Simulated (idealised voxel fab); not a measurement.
Process module in this document: voxel gate over fins
Shown is cross-section cut, with a width of 205 nm and square cells of size 5 nm.
Throughout this document, each cross-section is represented as a grid of square cells and is presented as a sequence of bands enumerated from the top downward, where a band comprises one or more rows of cells.
Look at the band entry: it leads with the top's height and the bottom's height in nm. Then it lists the materials left to right, with a width in nm for each. The word "edge to edge" on a single material says that material fills the band edge to edge. The word "air" is empty space.
Basically, 0 is our baseline, since under it the wafer straight out of the box is all one material. The bottom band has no lower end and keeps on going down, so it looks like "top 0, no bottom".
Read "30..40" as a graded width: first number on top, second number at the bottom, same change between each pair of neighbouring rows.
Any step labelled "no modification" changed none of the cells in the cross-section.
"Closed void table" - sealed voids, min. 8 cells, no opening to top; format: width x height at distance (distance from left edge; nm throughout).
The remark found on a step's line after its settings is issued by the simulator itself and pertains to that step.
The setting "overlay nm" may be written on the line of a step. When the step uses a mask, the value reports how far to the right of the planned place the mask lay, and a negative value reports that it lay to the left.
**Process steps (planned)**
1) op RECEIVE | material Si
2) op CONFORMAL_DEP | material SiN | thk nm 10
3) op PATTERN | tone cover | mask id FINS | material resist | width nm 15 | pitch nm 45 | thk nm 20 | overlay nm -10
4) op DIRECTIONAL_ETCH | etch materials SiN | depth nm 10
5) op DIRECTIONAL_ETCH | etch materials Si | depth nm 35
6) op STRIP | etch materials resist
7) op FILL_DEP | material SiO2 | thk nm 10
8) op CMP | height nm 10
9) op SELECTIVE_ETCH | etch materials SiO2 | depth nm 20
10) op STRIP | etch materials SiN
11) op CONFORMAL_DEP | material HfO2 | thk nm 5
12) op CONFORMAL_DEP | material TiN | thk nm 5
13) op FILL_DEP | material W | thk nm 15
14) op CMP | height nm 20
15) op CONFORMAL_DEP | material SiCN | thk nm 10
Quick note for whoever runs this: the wafers start identical, but the overlay nm at step 3 isn't the same across them. The plan just shows what the first wafer had.
**Cross-section, first of several wafers, as delivered after step 1**
    top 0, no bottom: Si edge to edge
    Closed void table: none
**For your reference, the table is organized with a row per wafer; each row reflects the wafer at the end of the module, indicating for each material the cells gained (+) or lost (-) since receipt, and thereafter its closed voids**
overlay nm -10 | +57 HfO2 | -203 Si | +82 SiCN | +145 SiO2 | +57 TiN | +108 W | Closed void table: none
overlay nm -5 | +57 HfO2 | -203 Si | +82 SiCN | +145 SiO2 | +57 TiN | +108 W | Closed void table: none
overlay nm 0 | +57 HfO2 | -203 Si | +82 SiCN | +145 SiO2 | +57 TiN | +108 W | Closed void table: none
overlay nm 5 | +57 HfO2 | -203 Si | +82 SiCN | +145 SiO2 | +57 TiN | +108 W | Closed void table: none
overlay nm 10 | +57 HfO2 | -203 Si | +82 SiCN | +145 SiO2 | +57 TiN | +108 W | Closed void table: none
overlay nm 15 | +57 HfO2 | -203 Si | +82 SiCN | +145 SiO2 | +57 TiN | +108 W | Closed void table: none
